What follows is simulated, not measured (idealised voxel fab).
A process module follows: voxel tone inversion.
cross-section cut | 210 nm wide | cells 5 nm
When this document writes out a cross-section, it uses a grid of square cells and lists it as bands, beginning at the top and moving down, with a band standing for one or more rows of cells. Heights first: top, then bottom, in nm. Then materials, left to right, each with a width in nm. "throughout" on a single material: fills the band edge to edge. "empty": empty space. Measure heights from 0. That's the level where, below it, the as-received wafer is all one material. The lowest band is bottomless and extends downward; write it as in "0..down". With a width like "30->40", each row of cells in the band differs from the next by the same amount, the top row carrying the first number and the bottom row the second. "nothing changed", as given for a step, is the statement that not any cell of the cross-section underwent a change during that step. Under "Enclosed internal cavities" you'll find the enclosed gaps, the ones with no way out to the top, that are 8 cells or bigger; each reads width x height at distance, with distance counted from the left edge, everything in nm. Heads up: the bit after the settings on a step's line is the simulator's remark on that step. You can add "overlay nm" to a step's line. For a step with a mask, it describes how far the mask lay to the right of its planned position, and a negative number describes a lay to the left.

Set out below are the planned steps of the process
- 1: RECEIVE,material Si
- 2: CONFORMAL_DEP,material SiCN,thk nm 5
- 3: DIRECTIONAL_DEP,material polySi,thk nm 25
- 4: PATTERN,tone cover,mask id POSTS,material resist,width nm 20,pitch nm 35,thk nm 35,overlay nm 0
- 5: DIRECTIONAL_ETCH,etch materials polySi,depth nm 25
- 6: STRIP,etch materials resist
- 7: FILL_DEP,material lowk,thk nm 5
- 8: CMP,height nm 30
- 9: STRIP,etch materials polySi

First of two wafers, with the run carried out as planned

Here's what the wafer looked like in cross-section when it arrived - that's after step 1
    0..down | Si throughout
    Enclosed internal cavities: none

State of the wafer after step 2, shown in cross-section
    5..0 | SiCN throughout
    below 0: unchanged

State of the wafer after step 3, shown in cross-section
    30..5 | polySi throughout
    below 5: unchanged

State of the wafer after step 4, shown in cross-section
    65..30 | empty: 75, then resist: 20, then empty: 15, then resist: 20, then empty: 80
    below 30: unchanged

State of the wafer after step 5, shown in cross-section
    65..30 | empty: 75, then resist: 20, then empty: 15, then resist: 20, then empty: 80
    30..5 | empty: 75, then polySi: 20, then empty: 15, then polySi: 20, then empty: 80
    below 5: unchanged

State of the wafer after step 6, shown in cross-section
    30..5 | empty: 75, then polySi: 20, then empty: 15, then polySi: 20, then empty: 80
    below 5: unchanged

State of the wafer after step 7, shown in cross-section
    35..30 | lowk throughout
    30..5 | lowk: 75, then polySi: 20, then lowk: 15, then polySi: 20, then lowk: 80
    below 5: unchanged

State of the wafer after step 8, shown in cross-section
    30..5 | lowk: 75, then polySi: 20, then lowk: 15, then polySi: 20, then lowk: 80
    below 5: unchanged

State of the wafer after step 9, shown in cross-section
    30..5 | lowk: 75, then empty: 20, then lowk: 15, then empty: 20, then lowk: 80
    below 5: unchanged

For the second wafer, take the first wafer's start and plan, then add one mistake made in running it; everything through step 3, that step included, is shared with the first

Look at the second wafer in cross-section at the time step 4 ought to have finished
    65..30 | empty: 70, then resist: 20, then empty: 15, then resist: 20, then empty: 85
    below 30: unchanged

Look at the second wafer in cross-section at the time step 5 ought to have finished
    65..30 | empty: 70, then resist: 20, then empty: 15, then resist: 20, then empty: 85
    30..5 | empty: 70, then polySi: 20, then empty: 15, then polySi: 20, then empty: 85
    below 5: unchanged

Look at the second wafer in cross-section at the time step 6 ought to have finished
    30..5 | empty: 70, then polySi: 20, then empty: 15, then polySi: 20, then empty: 85
    below 5: unchanged

Look at the second wafer in cross-section at the time step 7 ought to have finished
    35..30 | lowk throughout
    30..5 | lowk: 70, then polySi: 20, then lowk: 15, then polySi: 20, then lowk: 85
    below 5: unchanged

Look at the second wafer in cross-section at the time step 8 ought to have finished
    30..5 | lowk: 70, then polySi: 20, then lowk: 15, then polySi: 20, then lowk: 85
    below 5: unchanged

Look at the second wafer in cross-section at the time step 9 ought to have finished
    30..5 | lowk: 70, then empty: 20, then lowk: 15, then empty: 20, then lowk: 85
    below 5: unchanged
Nonconformance to the process plan: the process deviated at step 4: the operation and settings actually run there were PATTERN,tone cover,mask id POSTS,material resist,width nm 20,pitch nm 35,thk nm 35,overlay nm -5
In the final comparison it is observed that the number of cells assigned to each material is identical for the two wafers, whereas their placement is not.
